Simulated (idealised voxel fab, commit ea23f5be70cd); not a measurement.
The following process module bears the name voxel self aligned contacts.
The figure presents cross-section cut, which has a width of 240 nm and is divided into square cells with an edge length of 5 nm.
Heads up, the way a cross-section reads in here is a grid of square cells, handed over as bands from the top down, with every band being one or more rows of cells.
Band: top and bottom heights (nm) first, top before bottom; then materials from left to right, widths in nm. "all across" marks a sole material filling the band edge to edge. "empty" denotes empty space.
Ref level 0: as-received wafer is one material below here. Bottom band extends down with no lower bound ("0 -> down").
It should be noted that a width expressed as "30..40" varies in equal increments from row to row of cells within the band, taking the value of the first number at the top row and that of the second number at the bottom row.
When a step is marked "nothing was modified", none of the cells in the cross-section changed during that step.
You'll see "Voids, sealed" listing empty spaces that have no way open to the top, as long as they're 8 cells or more; the notation is width x height at distance, where the distance is from the left edge, and all of it is in nm.
Post-settings text on a step line: simulator's own remark regarding the step.
When a step includes a mask, the "overlay nm" setting on its line states how far to the right of its planned place that mask lay, and negative values state how far to the left.

### The steps planned for the process are as follows
| 1 | RECEIVE with material Si |
| 2 | OXIDIZE with depth nm 5 |
| 3 | DIRECTIONAL_DEP with material polySi, thk nm 30 |
| 4 | DIRECTIONAL_DEP with material SiN, thk nm 20 |
| 5 | PATTERN with tone cover, mask id GATE, material resist, width nm 25, pitch nm 70, thk nm 20, overlay nm 0 |
| 6 | DIRECTIONAL_ETCH with etch materials SiN, depth nm 20 |
| 7 | DIRECTIONAL_ETCH with etch materials polySi, depth nm 30 |
| 8 | STRIP with etch materials resist |
| 9 | CONFORMAL_DEP with material SiN, thk nm 10 |
| 10 | DIRECTIONAL_ETCH with etch materials SiN, depth nm 10 |
| 11 | FILL_DEP with material SiO2, thk nm 10 |
| 12 | CMP with height nm 55 |
| 13 | PATTERN with tone open, mask id CONTACT, material resist, width nm 45, thk nm 15, overlay nm 0 |
| 14 | DIRECTIONAL_ETCH with etch materials SiO2, depth nm 60 |
| 15 | STRIP with etch materials resist |
| 16 | CONFORMAL_DEP with material TiN, thk nm 5 |
| 17 | FILL_DEP with material W, thk nm 10 |
| 18 | CMP with height nm 55 |
| 19 | CONFORMAL_DEP with material SiCN, thk nm 5 |
It is noted that the wafers described herein are identical at the outset and are distinguished by the width nm of step 13; the value stated in the plan corresponds to the first wafer.

### As-received cross-section, first of several wafers, post step 1
- 0 -> down: Si all across
- Voids, sealed: none

### Last step of the module is step 19; after it, the first of several wafers in cross-section
- 60 -> 55: SiCN all across
- 55 -> 50: SiO2 95 nm  TiN 15 nm  W 15 nm  TiN 15 nm  SiO2 100 nm
- 50 -> 30: SiO2 60 nm  SiN 45 nm  TiN 5 nm  W 15 nm  TiN 5 nm  SiN 45 nm  SiO2 65 nm
- 30 -> 0: SiO2 60 nm  SiN 10 nm  polySi 25 nm  SiN 10 nm  TiN 5 nm  W 15 nm  TiN 5 nm  SiN 10 nm  polySi 25 nm  SiN 10 nm  SiO2 65 nm
- 0 -> -5: SiO2 105 nm  TiN 25 nm  SiO2 110 nm
- -5 -> down: Si all across
- Voids, sealed: none

### Cross-section of the final wafer among several, taken at the end of the module
- 60 -> 55: SiCN all across
- 55 -> 50: SiO2 85 nm  TiN 25 nm  W 15 nm  TiN 30 nm  SiO2 85 nm
- 50 -> 30: SiO2 60 nm  SiN 45 nm  TiN 5 nm  W 15 nm  TiN 5 nm  SiN 45 nm  SiO2 65 nm
- 30 -> 0: SiO2 60 nm  SiN 10 nm  polySi 25 nm  SiN 10 nm  TiN 5 nm  W 15 nm  TiN 5 nm  SiN 10 nm  polySi 25 nm  SiN 10 nm  SiO2 65 nm
- 0 -> -5: SiO2 105 nm  TiN 25 nm  SiO2 110 nm
- -5 -> down: Si all across
- Voids, sealed: none

### each wafer at the end: cells of each material gained (+) or lost (-) since it was received, then its closed voids
width nm 45; -48 Si; +48 SiCN; +120 SiN; +332 SiO2; +31 TiN; +33 W; +60 polySi; Voids, sealed: none
width nm 50; -48 Si; +48 SiCN; +120 SiN; +331 SiO2; +32 TiN; +33 W; +60 polySi; Voids, sealed: none
width nm 55; -48 Si; +48 SiCN; +120 SiN; +330 SiO2; +33 TiN; +33 W; +60 polySi; Voids, sealed: none
width nm 60; -48 Si; +48 SiCN; +120 SiN; +329 SiO2; +34 TiN; +33 W; +60 polySi; Voids, sealed: none
width nm 65; -48 Si; +48 SiCN; +120 SiN; +328 SiO2; +35 TiN; +33 W; +60 polySi; Voids, sealed: none
width nm 70; -48 Si; +48 SiCN; +120 SiN; +327 SiO2; +36 TiN; +33 W; +60 polySi; Voids, sealed: none
